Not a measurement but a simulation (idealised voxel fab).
Process module, titled voxel self aligned vias
The width of the displayed cross-section, cut, is 280 nm; its cells are square, with a size of 5 nm.
In this document a cross-section is written as a grid of square cells. It is given as a series of bands, listed from the top down, and a band is one or more rows of cells. The entry gives the band's vertical extent as a top height and a bottom height in nm, then its horizontal make-up as materials from left to right, each with a width in nm. "air" stands for empty space; a single material marked "everywhere" fills the band edge to edge. Counting heights begins at 0, where everything beneath is, in the wafer as received, one material. The lowest band has no bottom; it goes on downwards, as "0 down" shows. When a width is written as two numbers, as in "30 to 40", the first number is the width in the top row of cells of the band and the second is the width in its bottom row, and the width changes by the same amount from each row to the next. "changes: none" (step): cross-section cells unchanged, all of them. Heads up: "Enclosed void list" only lists the empty pockets with no open path to the top that are 8 cells or more, and it writes them as width x height at distance, distance from the left edge, in nm. The remark found on a step's line after its settings is issued by the simulator itself and pertains to that step. The line of a step may include "overlay nm". On a step with a mask, this value is how far to the right of its planned place the mask lay. A negative value means the mask lay to the left.
**Listed below are the process steps as planned**
1 RECEIVE (material Si)
2 CONFORMAL_DEP (material SiO2; thk nm 10)
3 CONFORMAL_DEP (material SiCN; thk nm 5)
4 DIRECTIONAL_DEP (material SiO2; thk nm 25)
5 PATTERN (tone open; mask id LINES; material resist; width nm 25; pitch nm 60; thk nm 20; overlay nm 0)
6 DIRECTIONAL_ETCH (etch materials SiO2; depth nm 25)
7 STRIP (etch materials resist)
8 CONFORMAL_DEP (material TiN; thk nm 5)
9 FILL_DEP (material Ru; thk nm 10)
10 CMP (height nm 40)
11 SELECTIVE_ETCH (etch materials W Ru TiN; depth nm 10)
12 FILL_DEP (material SiN; thk nm 5)
13 CMP (height nm 40)
14 DIRECTIONAL_DEP (material SiO2; thk nm 20)
15 MASKED_ETCH (tone open; mask id VIAS; width nm 35; pitch nm 60; etch materials SiO2; depth nm 20; overlay nm -15)
16 MASKED_ETCH (tone open; mask id VIAS; width nm 35; pitch nm 60; etch materials SiN; depth nm 10; overlay nm 0)
17 CONFORMAL_DEP (material TiN; thk nm 5)
18 FILL_DEP (material Ru; thk nm 5)
19 CMP (height nm 60)
20 CONFORMAL_DEP (material SiCN; thk nm 5)
For clarity, it should be stated that the wafers under discussion commence in an identical condition and differ with respect to the overlay nm of step 15, the plan indicating the value that the first wafer had.
**Cross-section of the first of several wafers as received (after step 1)**
	0 down  Si everywhere
	Enclosed void list: none
**End of module: cross-section of the first of several wafers after step 20, the last step**
	65 to 60  SiCN everywhere
	60 to 45  SiO2 75, TiN 5, Ru 25, TiN 5, SiO2 25, TiN 5, Ru 25, TiN 5, SiO2 110
	45 to 40  SiO2 75, TiN 25, Ru 5, TiN 5, SiO2 25, TiN 25, Ru 5, TiN 5, SiO2 110
	40 to 35  SiO2 95, TiN 5, Ru 5, TiN 5, SiN 10, SiO2 35, TiN 5, Ru 5, TiN 5, SiN 10, SiO2 100
	35 to 30  SiO2 95, TiN 15, SiN 10, SiO2 35, TiN 15, SiN 10, SiO2 100
	30 to 20  SiO2 95, TiN 5, Ru 15, TiN 5, SiO2 35, TiN 5, Ru 15, TiN 5, SiO2 100
	20 to 15  SiO2 95, TiN 25, SiO2 35, TiN 25, SiO2 100
	15 to 10  SiCN everywhere
	10 to 0  SiO2 everywhere
	0 down  Si everywhere
	Enclosed void list: none
**last wafer at the end**
	65 to 60  SiCN everywhere
	60 to 45  SiO2 105, TiN 5, Ru 25, TiN 5, SiO2 25, TiN 5, Ru 25, TiN 5, SiO2 80
	45 to 40  SiO2 105, TiN 5, Ru 5, TiN 25, SiO2 25, TiN 5, Ru 5, TiN 25, SiO2 80
	40 to 35  SiO2 95, SiN 10, TiN 5, Ru 5, TiN 5, SiO2 35, SiN 10, TiN 5, Ru 5, TiN 5, SiO2 100
	35 to 30  SiO2 95, SiN 10, TiN 15, SiO2 35, SiN 10, TiN 15, SiO2 100
	30 to 20  SiO2 95, TiN 5, Ru 15, TiN 5, SiO2 35, TiN 5, Ru 15, TiN 5, SiO2 100
	20 to 15  SiO2 95, TiN 25, SiO2 35, TiN 25, SiO2 100
	15 to 10  SiCN everywhere
	10 to 0  SiO2 everywhere
	0 down  Si everywhere
	Enclosed void list: none
**Rows = wafers. At module end, each row lists per material the cells gained (+) or lost (-) since the wafer was received, then the closed voids**
overlay nm -15 | +46 Ru | +112 SiCN | +8 SiN | +510 SiO2 | +52 TiN | Enclosed void list: none
overlay nm -10 | +50 Ru | +112 SiCN | +4 SiN | +510 SiO2 | +52 TiN | Enclosed void list: none
overlay nm -5 | +54 Ru | +112 SiCN | +510 SiO2 | +52 TiN | Enclosed void list: none
overlay nm 0 | +54 Ru | +112 SiCN | +510 SiO2 | +52 TiN | Enclosed void list: none
overlay nm 5 | +54 Ru | +112 SiCN | +510 SiO2 | +52 TiN | Enclosed void list: none
overlay nm 10 | +50 Ru | +112 SiCN | +4 SiN | +510 SiO2 | +52 TiN | Enclosed void list: none
overlay nm 15 | +46 Ru | +112 SiCN | +8 SiN | +510 SiO2 | +52 TiN | Enclosed void list: none
